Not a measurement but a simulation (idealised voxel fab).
Process module in this document: voxel self aligned vias
For reference, the cross-section in this document is cut, with width 190 nm and square cells of 5 nm.
Notation: cross-section as square-cell grid; stated in bands, top first, going down; one or more cell rows per band. Read a band's entry like this: the first values are the height of its top and the height of its bottom in nm, and what follows is the sequence of materials from left to right, each with its width in nm. Note that "empty" is empty space, and that a single material marked "full width" reaches across the band from edge to edge. Height 0 is the level under which the wafer as received is all one material. The lowest band goes on downwards, as in "z 0 and below". Think of "30..40" as a width that walks from the first number to the second as you go down the band, top row to bottom row, taking equal-sized steps from row to row. "all unchanged" means the step left every cell of the cross-section as it was. Under "Fully enclosed voids" you'll find the enclosed gaps, the ones with no way out to the top, that are 8 cells or bigger; each reads width x height at distance, with distance counted from the left edge, everything in nm. Note: text after step settings on the step line = simulator remark on that step. Among the settings permitted on a step's line is "overlay nm"; applied to a step with a mask, it specifies the extent to which the mask lay to the right of its planned position, whereas a negative figure signifies a position to the left.

### Steps planned for the process
1: op RECEIVE | material Si
2: op CONFORMAL_DEP | material SiO2 | thk nm 15
3: op CONFORMAL_DEP | material SiCN | thk nm 5
4: op DIRECTIONAL_DEP | material SiO2 | thk nm 30
5: op DIRECTIONAL_DEP | material aC | thk nm 10
6: op PATTERN | tone open | mask id LINES | material resist | width nm 25 | pitch nm 75 | thk nm 30 | overlay nm 0
7: op DIRECTIONAL_ETCH | etch materials aC | depth nm 10
8: op STRIP | etch materials resist
9: op DIRECTIONAL_ETCH | etch materials SiO2 | depth nm 30
10: op STRIP | etch materials aC
11: op CONFORMAL_DEP | material TiN | thk nm 5
12: op FILL_DEP | material W | thk nm 10
13: op CMP | height nm 50
14: op SELECTIVE_ETCH | etch materials W Ru TiN | depth nm 5
15: op FILL_DEP | material SiN | thk nm 5
16: op CMP | height nm 50
17: op DIRECTIONAL_DEP | material SiO2 | thk nm 20
18: op MASKED_ETCH | tone open | mask id VIAS | width nm 45 | pitch nm 75 | etch materials SiO2 | depth nm 20 | overlay nm 0
19: op MASKED_ETCH | tone open | mask id VIAS | width nm 45 | pitch nm 75 | etch materials SiN | depth nm 5 | overlay nm 0
20: op CONFORMAL_DEP | material TiN | thk nm 5
21: op FILL_DEP | material W | thk nm 5
22: op CMP | height nm 70
23: op CONFORMAL_DEP | material SiCN | thk nm 5

### Wafer as received: cross-section following step 1
	z 0 and below = Si full width
	Fully enclosed voids: none

### Cross-section: first of two wafers, module finished, run according to plan
	z 75 to 70 = SiCN full width
	z 70 to 55 = 35 nm SiO2; 5 nm TiN; 35 nm W; 5 nm TiN; 30 nm SiO2; 5 nm TiN; 35 nm W; 5 nm TiN; 35 nm SiO2
	z 55 to 50 = 35 nm SiO2; 15 nm TiN; 15 nm W; 15 nm TiN; 30 nm SiO2; 15 nm TiN; 15 nm W; 15 nm TiN; 35 nm SiO2
	z 50 to 45 = 45 nm SiO2; 25 nm TiN; 50 nm SiO2; 25 nm TiN; 45 nm SiO2
	z 45 to 25 = 45 nm SiO2; 5 nm TiN; 15 nm W; 5 nm TiN; 50 nm SiO2; 5 nm TiN; 15 nm W; 5 nm TiN; 45 nm SiO2
	z 25 to 20 = 45 nm SiO2; 25 nm TiN; 50 nm SiO2; 25 nm TiN; 45 nm SiO2
	z 20 to 15 = SiCN full width
	z 15 to 0 = SiO2 full width
	z 0 and below = Si full width
	Fully enclosed voids: none

### Same start, same plan as the first wafer - but one mistake in the run. Cross-section of the second of the two at the end of the module
	z 75 to 70 = SiCN full width
	z 70 to 55 = 35 nm SiO2; 5 nm TiN; 35 nm W; 5 nm TiN; 30 nm SiO2; 5 nm TiN; 35 nm W; 5 nm TiN; 35 nm SiO2
	z 55 to 50 = 35 nm SiO2; 5 nm TiN; 15 nm W; 25 nm TiN; 30 nm SiO2; 5 nm TiN; 15 nm W; 25 nm TiN; 35 nm SiO2
	z 50 to 45 = 35 nm SiO2; 25 nm TiN; 50 nm SiO2; 25 nm TiN; 55 nm SiO2
	z 45 to 25 = 35 nm SiO2; 5 nm TiN; 15 nm W; 5 nm TiN; 50 nm SiO2; 5 nm TiN; 15 nm W; 5 nm TiN; 55 nm SiO2
	z 25 to 20 = 35 nm SiO2; 25 nm TiN; 50 nm SiO2; 25 nm TiN; 55 nm SiO2
	z 20 to 15 = SiCN full width
	z 15 to 0 = SiO2 full width
	z 0 and below = Si full width
	Fully enclosed voids: none
Nonconformance to the process plan: step 6 changed vs plan, executed as op PATTERN | tone open | mask id LINES | material resist | width nm 25 | pitch nm 75 | thk nm 30 | overlay nm -10
Final wafers compared: equal cell tally per material, rearranged layout.
